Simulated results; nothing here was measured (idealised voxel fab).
process module | voxel self aligned contacts
cross-section cut | 170 nm wide | cells 5 nm
A cross-section is a grid of square cells, given in bands from the top down. A band is one or more rows of cells.
Each band's line starts with the height of the band's top and of its bottom, in nm. Then come its materials from left to right, each with its width in nm. One material with "throughout" fills the band from edge to edge. "air" is empty space.
Height 0 is the level under which the wafer as received is all one material. The lowest band goes on downwards, as in "0 down".
A width such as "30 to 40" changes by the same amount from each row of cells to the next, from the band's top row to its bottom row.
"no change" after a step means that no cell of the cross-section changed.
closed voids: empty space of 8 cells or more with no open way to the top, each as width x height at its distance from the left edge, in nm
after a step's settings: what the simulator itself notes on the step
overlay nm, on a step with a mask: how far to the right of its planned place the mask lay; to the left if negative
plan
1 op RECEIVE | material Si
2 op OXIDIZE | depth nm 5
3 op DIRECTIONAL_DEP | material polySi | thk nm 20
4 op DIRECTIONAL_DEP | material SiN | thk nm 25
5 op DIRECTIONAL_DEP | material aC | thk nm 15
6 op PATTERN | tone cover | mask id GATE | material resist | width nm 35 | pitch nm 70 | thk nm 30 | overlay nm 0
7 op DIRECTIONAL_ETCH | etch materials aC | depth nm 15
8 op STRIP | etch materials resist
9 op DIRECTIONAL_ETCH | etch materials SiN | depth nm 25
10 op DIRECTIONAL_ETCH | etch materials polySi | depth nm 20
11 op STRIP | etch materials aC
12 op CONFORMAL_DEP | material SiN | thk nm 10
13 op DIRECTIONAL_ETCH | etch materials SiN | depth nm 10
14 op FILL_DEP | material SiO2 | thk nm 15
15 op CMP | height nm 50
16 op PATTERN | tone open | mask id CONTACT | material resist | width nm 55 | thk nm 20 | overlay nm 0
17 op DIRECTIONAL_ETCH | etch materials SiO2 | depth nm 55
18 op STRIP | etch materials resist
19 op CONFORMAL_DEP | material TiN | thk nm 5
20 op FILL_DEP | material Ru | thk nm 5
21 op CMP | height nm 50
22 op CONFORMAL_DEP | material SiCN | thk nm 5
as received, after step 1
  0 down: Si throughout
  closed voids: none
a wafer at the end: this start, this plan, one mistake
  55 to 50: polySi throughout
  50 to 45: SiO2 55 | TiN 25 | Ru 5 | TiN 25 | SiO2 60
  45 to 20: SiO2 20 | SiN 55 | TiN 5 | Ru 5 | TiN 5 | SiN 55 | SiO2 25
  20 to 0: SiO2 20 | SiN 10 | polySi 35 | SiN 10 | TiN 5 | Ru 5 | TiN 5 | SiN 10 | polySi 35 | SiN 10 | SiO2 25
  0 to -5: SiO2 75 | TiN 15 | SiO2 80
  -5 down: Si throughout
  closed voids: none
what went wrong: step 22 ran as: op CONFORMAL_DEP | material polySi | thk nm 5
